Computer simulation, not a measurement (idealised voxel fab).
Presented below is a process module, voxel self aligned contacts.
Shown is cross-section cut, with a width of 220 nm and square cells of size 5 nm.
For the purposes of this document, a cross-section shall be understood as a grid of square cells, specified as bands listed in top-to-bottom order, each band consisting of one or more rows of cells. Per band: top height and bottom height in nm, followed by the left-to-right materials and their widths in nm; "full width" marks a single material spanning edge to edge, "air" marks empty space. The level at which height equals 0 is the one under which the wafer, as it arrives, is entirely one material. No lower edge exists for the bottom band, which continues downward and is notated as in "0 -> down". The notation "30->40" denotes a width that varies across the rows of cells in the band, beginning at the first number in the top row, finishing at the second number in the bottom row, and changing by an identical amount from each row to the next. A step reported as "remains unaltered" is a step in which no cell of the cross-section changed. What "Closed voids list" gives you is every empty space of 8 cells or more that is cut off from the top. Each appears as width x height at distance, with the distance taken from the left edge and width, height and distance all in nm. Read whatever lies past the settings on a step's line as the simulator's own remark about the step. overlay nm: on a step with a mask, how far right of its planned place the mask lay; negative means left.
This section lists the process steps that were planned
1,RECEIVE with material Si
2,CONFORMAL_DEP with material SiO2, thk nm 5
3,DIRECTIONAL_DEP with material polySi, thk nm 25
4,DIRECTIONAL_DEP with material SiN, thk nm 25
5,DIRECTIONAL_DEP with material aC, thk nm 15
6,PATTERN with tone cover, mask id GATE, material resist, width nm 25, pitch nm 70, thk nm 30, overlay nm 0
7,DIRECTIONAL_ETCH with etch materials aC, depth nm 15
8,STRIP with etch materials resist
9,DIRECTIONAL_ETCH with etch materials SiN, depth nm 25
10,DIRECTIONAL_ETCH with etch materials polySi, depth nm 25
11,STRIP with etch materials aC
12,CONFORMAL_DEP with material SiN, thk nm 10
13,DIRECTIONAL_ETCH with etch materials SiN, depth nm 10
14,FILL_DEP with material SiO2, thk nm 20
15,CMP with height nm 65
16,PATTERN with tone open, mask id CONTACT, material resist, width nm 55, thk nm 20, overlay nm 0
17,DIRECTIONAL_ETCH with etch materials SiO2, depth nm 65
18,STRIP with etch materials resist
19,CONFORMAL_DEP with material TiN, thk nm 5
20,FILL_DEP with material W, thk nm 10
21,CMP with height nm 65
22,CONFORMAL_DEP with material SiN, thk nm 5
The first of a set of two wafers, run to plan
As-received state of the wafer in cross-section, equivalent to post-step 1
	0 -> down  Si full width
	Closed voids list: none
Cross-section: wafer state after step 2
	5 -> 0  SiO2 full width
	Rest of section, below 0: as before.
Cross-section: wafer state after step 3
	30 -> 5  polySi full width
	Rest of section, below 5: as before.
Cross-section: wafer state after step 4
	55 -> 30  SiN full width
	Rest of section, below 30: as before.
Cross-section: wafer state after step 5
	70 -> 55  aC full width
	Rest of section, below 55: as before.
Cross-section: wafer state after step 6
	100 -> 70  air: 60  resist: 25  air: 45  resist: 25  air: 65
	Rest of section, below 70: as before.
Cross-section: wafer state after step 7
	85 -> 70  air: 60  resist: 25  air: 45  resist: 25  air: 65
	70 -> 55  air: 60  aC: 25  air: 45  aC: 25  air: 65
	Rest of section, below 55: as before.
Cross-section: wafer state after step 8
	70 -> 55  air: 60  aC: 25  air: 45  aC: 25  air: 65
	Rest of section, below 55: as before.
Cross-section: wafer state after step 9
	70 -> 55  air: 60  aC: 25  air: 45  aC: 25  air: 65
	55 -> 30  air: 60  SiN: 25  air: 45  SiN: 25  air: 65
	Rest of section, below 30: as before.
Cross-section: wafer state after step 10
	70 -> 55  air: 60  aC: 25  air: 45  aC: 25  air: 65
	55 -> 30  air: 60  SiN: 25  air: 45  SiN: 25  air: 65
	30 -> 5  air: 60  polySi: 25  air: 45  polySi: 25  air: 65
	Rest of section, below 5: as before.
Cross-section: wafer state after step 11
	55 -> 30  air: 60  SiN: 25  air: 45  SiN: 25  air: 65
	Rest of section, below 30: as before.
Cross-section: wafer state after step 12
	65 -> 30  air: 50  SiN: 45  air: 25  SiN: 45  air: 55
	30 -> 15  air: 50  SiN: 10  polySi: 25  SiN: 10  air: 25  SiN: 10  polySi: 25  SiN: 10  air: 55
	15 -> 5  SiN: 60  polySi: 25  SiN: 45  polySi: 25  SiN: 65
	Rest of section, below 5: as before.
Cross-section: wafer state after step 13
	55 -> 30  air: 50  SiN: 45  air: 25  SiN: 45  air: 55
	30 -> 5  air: 50  SiN: 10  polySi: 25  SiN: 10  air: 25  SiN: 10  polySi: 25  SiN: 10  air: 55
	Rest of section, below 5: as before.
Cross-section: wafer state after step 14
	75 -> 55  SiO2 full width
	55 -> 30  SiO2: 50  SiN: 45  SiO2: 25  SiN: 45  SiO2: 55
	30 -> 5  SiO2: 50  SiN: 10  polySi: 25  SiN: 10  SiO2: 25  SiN: 10  polySi: 25  SiN: 10  SiO2: 55
	Rest of section, below 5: as before.
Cross-section: wafer state after step 15
	65 -> 55  SiO2 full width
	Rest of section, below 55: as before.
Cross-section: wafer state after step 16
	85 -> 65  resist: 80  air: 55  resist: 85
	Rest of section, below 65: as before.
Cross-section: wafer state after step 17
	85 -> 65  resist: 80  air: 55  resist: 85
	65 -> 55  SiO2: 80  air: 55  SiO2: 85
	55 -> 30  SiO2: 50  SiN: 45  air: 25  SiN: 45  SiO2: 55
	30 -> 5  SiO2: 50  SiN: 10  polySi: 25  SiN: 10  air: 25  SiN: 10  polySi: 25  SiN: 10  SiO2: 55
	5 -> 0  SiO2: 95  air: 25  SiO2: 100
	Rest of section, below 0: as before.
Cross-section: wafer state after step 18
	65 -> 55  SiO2: 80  air: 55  SiO2: 85
	Rest of section, below 55: as before.
Cross-section: wafer state after step 19
	70 -> 65  TiN: 85  air: 45  TiN: 90
	65 -> 55  SiO2: 80  TiN: 5->20  air: 45->15  TiN: 5->20  SiO2: 85
	55 -> 30  SiO2: 50  SiN: 45  TiN: 5  air: 15  TiN: 5  SiN: 45  SiO2: 55
	30 -> 5  SiO2: 50  SiN: 10  polySi: 25  SiN: 10  TiN: 5  air: 15  TiN: 5  SiN: 10  polySi: 25  SiN: 10  SiO2: 55
	5 -> 0  SiO2: 95  TiN: 25  SiO2: 100
	Rest of section, below 0: as before.
Cross-section: wafer state after step 20
	80 -> 70  W full width
	70 -> 65  TiN: 85  W: 45  TiN: 90
	65 -> 55  SiO2: 80  TiN: 5->20  W: 45->15  TiN: 5->20  SiO2: 85
	55 -> 30  SiO2: 50  SiN: 45  TiN: 5  W: 15  TiN: 5  SiN: 45  SiO2: 55
	30 -> 5  SiO2: 50  SiN: 10  polySi: 25  SiN: 10  TiN: 5  W: 15  TiN: 5  SiN: 10  polySi: 25  SiN: 10  SiO2: 55
	Rest of section, below 5: as before.
Cross-section: wafer state after step 21
	65 -> 55  SiO2: 80  TiN: 5->20  W: 45->15  TiN: 5->20  SiO2: 85
	Rest of section, below 55: as before.
Cross-section: wafer state after step 22
	70 -> 65  SiN full width
	Rest of section, below 65: as before.
Wafer two. Identical start, identical plan. One mistake in execution. Identical history through step 15
Second wafer, section view, time point: scheduled end of step 16
	85 -> 65  resist: 85  air: 55  resist: 80
	Rest of section, below 65: as before.
Second wafer, section view, time point: scheduled end of step 17
	85 -> 65  resist: 85  air: 55  resist: 80
	65 -> 55  SiO2: 85  air: 55  SiO2: 80
	55 -> 30  SiO2: 50  SiN: 45  air: 25  SiN: 45  SiO2: 55
	30 -> 5  SiO2: 50  SiN: 10  polySi: 25  SiN: 10  air: 25  SiN: 10  polySi: 25  SiN: 10  SiO2: 55
	5 -> 0  SiO2: 95  air: 25  SiO2: 100
	Rest of section, below 0: as before.
Second wafer, section view, time point: scheduled end of step 18
	65 -> 55  SiO2: 85  air: 55  SiO2: 80
	Rest of section, below 55: as before.
Second wafer, section view, time point: scheduled end of step 19
	70 -> 65  TiN: 90  air: 45  TiN: 85
	65 -> 55  SiO2: 85  TiN: 5->15  air: 45->15  TiN: 5->25  SiO2: 80
	55 -> 30  SiO2: 50  SiN: 45  TiN: 5  air: 15  TiN: 5  SiN: 45  SiO2: 55
	30 -> 5  SiO2: 50  SiN: 10  polySi: 25  SiN: 10  TiN: 5  air: 15  TiN: 5  SiN: 10  polySi: 25  SiN: 10  SiO2: 55
	5 -> 0  SiO2: 95  TiN: 25  SiO2: 100
	Rest of section, below 0: as before.
Second wafer, section view, time point: scheduled end of step 20
	80 -> 70  W full width
	70 -> 65  TiN: 90  W: 45  TiN: 85
	65 -> 55  SiO2: 85  TiN: 5->15  W: 45->15  TiN: 5->25  SiO2: 80
	55 -> 30  SiO2: 50  SiN: 45  TiN: 5  W: 15  TiN: 5  SiN: 45  SiO2: 55
	30 -> 5  SiO2: 50  SiN: 10  polySi: 25  SiN: 10  TiN: 5  W: 15  TiN: 5  SiN: 10  polySi: 25  SiN: 10  SiO2: 55
	Rest of section, below 5: as before.
Second wafer, section view, time point: scheduled end of step 21
	65 -> 55  SiO2: 85  TiN: 5->15  W: 45->15  TiN: 5->25  SiO2: 80
	Rest of section, below 55: as before.
Second wafer, section view, time point: scheduled end of step 22
	70 -> 65  SiN full width
	Rest of section, below 65: as before.
Deviation from plan: step 16 ran as: PATTERN with tone open, mask id CONTACT, material resist, width nm 55, thk nm 20, overlay nm 5
Cell counts per material: same on both final wafers. Positions: different.
